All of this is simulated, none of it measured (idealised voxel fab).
process module | voxel capacitor over wiring
cross-section cut | 205 nm wide | cells 5 nm
A cross-section is a grid of square cells, given in bands from the top down. A band is one or more rows of cells.
Each band's line starts with the height of the band's top and of its bottom, in nm. Then come its materials from left to right, each with its width in nm. One material with "throughout" fills the band from edge to edge. "air" is empty space.
Height 0 is the level under which the wafer as received is all one material. The lowest band goes on downwards, as in "0 down".
A width such as "30 to 40" changes by the same amount from each row of cells to the next, from the band's top row to its bottom row.
"no change" after a step means that no cell of the cross-section changed.
closed voids: empty space of 8 cells or more with no open way to the top, each as width x height at its distance from the left edge, in nm
after a step's settings: what the simulator itself notes on the step
overlay nm, on a step with a mask: how far to the right of its planned place the mask lay; to the left if negative
plan
1 op RECEIVE | material Si
2 op CONFORMAL_DEP | material SiO2 | thk nm 10
3 op CONFORMAL_DEP | material SiN | thk nm 5
4 op DIRECTIONAL_DEP | material lowk | thk nm 20
5 op DIRECTIONAL_DEP | material aC | thk nm 10
6 op PATTERN | tone open | mask id METAL_1 | material resist | width nm 20 | pitch nm 70 | thk nm 25 | overlay nm 0
7 op DIRECTIONAL_ETCH | etch materials aC | depth nm 10
8 op STRIP | etch materials resist
9 op DIRECTIONAL_ETCH | etch materials lowk | depth nm 20
10 op DIRECTIONAL_ETCH | etch materials SiN | depth nm 5
11 op STRIP | etch materials aC
12 op CONFORMAL_DEP | material TiN | thk nm 5
13 op FILL_DEP | material Cu | thk nm 10
14 op CMP | height nm 35
15 op CONFORMAL_DEP | material SiCN | thk nm 5
16 op DIRECTIONAL_DEP | material SiO2 | thk nm 15
17 op DIRECTIONAL_DEP | material aC | thk nm 15
18 op PATTERN | tone open | mask id PLUG_1 | material resist | width nm 15 | thk nm 30 | overlay nm -15
19 op DIRECTIONAL_ETCH | etch materials aC | depth nm 15
20 op STRIP | etch materials resist
21 op DIRECTIONAL_ETCH | etch materials SiO2 | depth nm 15
22 op DIRECTIONAL_ETCH | etch materials SiCN | depth nm 5
23 op STRIP | etch materials aC
24 op EPI | material Ru | thk nm 10
25 op EPI | material Ru | thk nm 10
26 op DIRECTIONAL_DEP | material TiN | thk nm 10
27 op DIRECTIONAL_DEP | material SiN | thk nm 5
28 op DIRECTIONAL_DEP | material TiN | thk nm 10
29 op DIRECTIONAL_DEP | material aC | thk nm 15
30 op PATTERN | tone cover | mask id UPPER_PLATE | material resist | width nm 55 | thk nm 35 | overlay nm 0
31 op DIRECTIONAL_ETCH | etch materials aC | depth nm 15
32 op STRIP | etch materials resist
33 op DIRECTIONAL_ETCH | etch materials TiN | depth nm 10
34 op DIRECTIONAL_ETCH | etch materials SiN | depth nm 5
35 op STRIP | etch materials aC
36 op MASKED_ETCH | tone cover | mask id LOWER_PLATE | width nm 65 | etch materials TiN | depth nm 10 | overlay nm 0
37 op FILL_DEP | material SiO2 | thk nm 20
38 op CMP | height nm 95
39 op MASKED_ETCH | tone open | mask id PLUG_2 | width nm 15 | etch materials SiO2 | depth nm 15 | overlay nm 0
40 op CONFORMAL_DEP | material TiN | thk nm 5
41 op FILL_DEP | material Cu | thk nm 5
42 op CMP | height nm 95
43 op CONFORMAL_DEP | material SiCN | thk nm 5
varied across the wafers: overlay nm of step 18. The plan shows the first wafer's value. All wafers start alike
first wafer as received, after step 1
  0 down: Si throughout
  closed voids: none
first wafer at the end, after step 43
  100 to 95: SiCN throughout
  95 to 85: SiO2 70 | TiN 5 | Cu 5 | TiN 5 | SiO2 120
  85 to 80: SiO2 70 | TiN 15 | SiO2 120
  80 to 70: SiO2 60 | TiN 55 | SiO2 90
  70 to 65: SiO2 60 | SiN 55 | SiO2 90
  65 to 55: SiO2 55 | TiN 65 | SiO2 85
  55 to 40: SiO2 45 | Ru 15 | SiO2 145
  40 to 35: SiCN 45 | Ru 15 | SiCN 145
  35 to 15: lowk 55 | TiN 5 | Cu 10 | TiN 5 | lowk 50 | TiN 5 | Cu 10 | TiN 5 | lowk 60
  15 to 10: SiN 55 | TiN 20 | SiN 50 | TiN 20 | SiN 60
  10 to 0: SiO2 throughout
  0 down: Si throughout
  closed voids: none
last wafer at the end
  100 to 95: SiCN throughout
  95 to 85: SiO2 70 | TiN 5 | Cu 5 | TiN 5 | SiO2 120
  85 to 80: SiO2 70 | TiN 15 | SiO2 120
  80 to 70: SiO2 60 | TiN 15 | SiO2 15 | TiN 25 | SiO2 90
  70 to 65: SiO2 60 | SiN 15 | SiO2 15 | SiN 25 | SiO2 90
  65 to 60: SiO2 55 | TiN 20 | SiO2 15 | TiN 30 | SiO2 85
  60 to 50: SiO2 55 to 75 | TiN 65 to 15 | SiO2 85 to 115
  50 to 45: SiO2 75 | SiN 15 | SiO2 115
  45 to 40: SiO2 75 | TiN 15 | SiO2 115
  40 to 35: SiCN 75 | TiN 15 | SiCN 115
  35 to 15: lowk 55 | TiN 5 | Cu 10 | TiN 5 | lowk 50 | TiN 5 | Cu 10 | TiN 5 | lowk 60
  15 to 10: SiN 55 | TiN 20 | SiN 50 | TiN 20 | SiN 60
  10 to 0: SiO2 throughout
  0 down: Si throughout
  closed voids: none
each wafer at the end: cells of each material gained (+) or lost (-) since it was received, then its closed voids
overlay nm -15 | +18 Cu | +12 Ru | +79 SiCN | +44 SiN | +456 SiO2 | +79 TiN | +132 lowk | closed voids: none
overlay nm -10 | +18 Cu | +12 Ru | +79 SiCN | +44 SiN | +456 SiO2 | +79 TiN | +132 lowk | closed voids: none
overlay nm -5 | +18 Cu | +12 Ru | +79 SiCN | +44 SiN | +456 SiO2 | +79 TiN | +132 lowk | closed voids: none
overlay nm 0 | +18 Cu | +12 Ru | +79 SiCN | +44 SiN | +456 SiO2 | +79 TiN | +132 lowk | closed voids: none
overlay nm 5 | +18 Cu | +12 Ru | +79 SiCN | +44 SiN | +456 SiO2 | +79 TiN | +132 lowk | closed voids: none
overlay nm 10 | +18 Cu | +12 Ru | +79 SiCN | +44 SiN | +456 SiO2 | +79 TiN | +132 lowk | closed voids: none
overlay nm 15 | +18 Cu | +79 SiCN | +44 SiN | +468 SiO2 | +79 TiN | +132 lowk | closed voids: none
